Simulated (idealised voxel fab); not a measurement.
process module | voxel spacer lines
cross-section cut | 155 nm wide | cells 5 nm
A cross-section is a grid of square cells, given in bands from the top down. A band is one or more rows of cells.
Each band's line starts with the height of the band's top and of its bottom, in nm. Then come its materials from left to right, each with its width in nm. One material with "throughout" fills the band from edge to edge. "air" is empty space.
Height 0 is the level under which the wafer as received is all one material. The lowest band goes on downwards, as in "0 down".
A width such as "30 to 40" changes by the same amount from each row of cells to the next, from the band's top row to its bottom row.
"no change" after a step means that no cell of the cross-section changed.
closed voids: empty space of 8 cells or more with no open way to the top, each as width x height at its distance from the left edge, in nm
after a step's settings: what the simulator itself notes on the step
overlay nm, on a step with a mask: how far to the right of its planned place the mask lay; to the left if negative
plan
1 op RECEIVE | material Si
2 op CONFORMAL_DEP | material Al2O3 | thk nm 5
3 op DIRECTIONAL_DEP | material W | thk nm 20
4 op DIRECTIONAL_DEP | material polySi | thk nm 25
5 op PATTERN | tone cover | mask id MANDREL | material resist | width nm 15 | pitch nm 50 | thk nm 30 | overlay nm 0
6 op DIRECTIONAL_ETCH | etch materials polySi | depth nm 25
7 op STRIP | etch materials resist
8 op CONFORMAL_DEP | material SiO2 | thk nm 10
9 op DIRECTIONAL_ETCH | etch materials SiO2 | depth nm 10
10 op STRIP | etch materials polySi
11 op DIRECTIONAL_ETCH | etch materials W | depth nm 20
12 op STRIP | etch materials SiO2
13 op FILL_DEP | material SiO2 | thk nm 5
14 op CMP | height nm 25
as received, after step 1
  0 down: Si throughout
  closed voids: none
first wafer at the end, as planned
  25 to 5: SiO2 10 | W 10 | SiO2 15 | W 10 | SiO2 15 | W 10 | SiO2 15 | W 10 | SiO2 15 | W 10 | SiO2 15 | W 10 | SiO2 10
  5 to 0: Al2O3 throughout
  0 down: Si throughout
  closed voids: none
second wafer at the end: like start, like plan, one mistake
  25 to 20: SiO2 throughout
  20 to 5: SiO2 10 | W 10 | SiO2 15 | W 10 | SiO2 15 | W 10 | SiO2 15 | W 10 | SiO2 15 | W 10 | SiO2 15 | W 10 | SiO2 10
  5 to 0: Al2O3 throughout
  0 down: Si throughout
  closed voids: none
what went wrong: step 3 ran as: op DIRECTIONAL_DEP | material W | thk nm 15
at the end the second wafer has, in cells: 12 more of SiO2 | 12 fewer of W
